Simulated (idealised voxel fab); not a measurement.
The process module presented herein is designated voxel air gaps.
The cross-section on display is named cut; it measures 285 nm wide, and its cells are 5 nm squares.
Think of the cross-section as a grid of square cells. We describe it in bands, top to bottom, and each band covers one or more rows of those cells. Basically the band line says how high the top is and how high the bottom is, in nm, and then what's in it from left to right, every material with its width in nm. Empty space shows up as "air", and if a single material carries "edge to edge" it runs the full band edge to edge. Ref level 0: as-received wafer is one material below here. Bottom band extends down with no lower bound ("from 0 down"). Think of "30 to 40" as a width that walks from the first number to the second as you go down the band, top row to bottom row, taking equal-sized steps from row to row. The cross-section has no changed cell in any step marked "nothing was modified". The entry titled "Trapped voids" provides the empty spaces that have no open way to the top, restricted to those of 8 cells or more. Each is presented as width x height at distance, the distance being measured from the left edge, with all three in nm. Post-settings text on a step line: simulator's own remark regarding the step. When a step includes a mask, the "overlay nm" setting on its line states how far to the right of its planned place that mask lay, and negative values state how far to the left.
**Process steps (planned)**
1. RECEIVE, material Si
2. CONFORMAL_DEP, material SiO2, thk nm 10
3. CONFORMAL_DEP, material SiN, thk nm 5
4. DIRECTIONAL_DEP, material lowk, thk nm 40
5. PATTERN, tone open, mask id LINES, material resist, width nm 15, pitch nm 45, thk nm 15, overlay nm 0
6. DIRECTIONAL_ETCH, etch materials lowk, depth nm 40
7. STRIP, etch materials resist
8. CONFORMAL_DEP, material TiN, thk nm 5
9. FILL_DEP, material W, thk nm 5
10. CMP, height nm 55
11. EPI, material Ru, thk nm 10
12. SELECTIVE_ETCH, etch materials lowk, depth nm 50
13. CONFORMAL_DEP, material SiN, thk nm 5
**as received, after step 1**
	from 0 down: Si edge to edge
	Trapped voids: none
**Post-module cross-section: identical start and plan to those above, one misstep in execution**
	from 70 to 65: air (75); TiN (135); air (75)
	from 65 to 55: air (75); TiN (5); Ru (35); TiN (10); Ru (35); TiN (10); Ru (35); TiN (5); air (75)
	from 55 to 50: air (75); TiN (20); W (5); TiN (40); W (5); TiN (40); W (5); TiN (20); air (75)
	from 50 to 20: air (85); TiN (10); W (5); TiN (10); air (20); TiN (10); W (5); TiN (10); air (20); TiN (10); W (5); TiN (10); air (85)
	from 20 to 15: TiN edge to edge
	from 15 to 10: SiN edge to edge
	from 10 to 0: SiO2 edge to edge
	from 0 down: Si edge to edge
	Trapped voids: 20 x 30 at 110; 20 x 30 at 155
Run error: so step 13 ended up running with a different setting than we planned, it ran as CONFORMAL_DEP, material TiN, thk nm 5
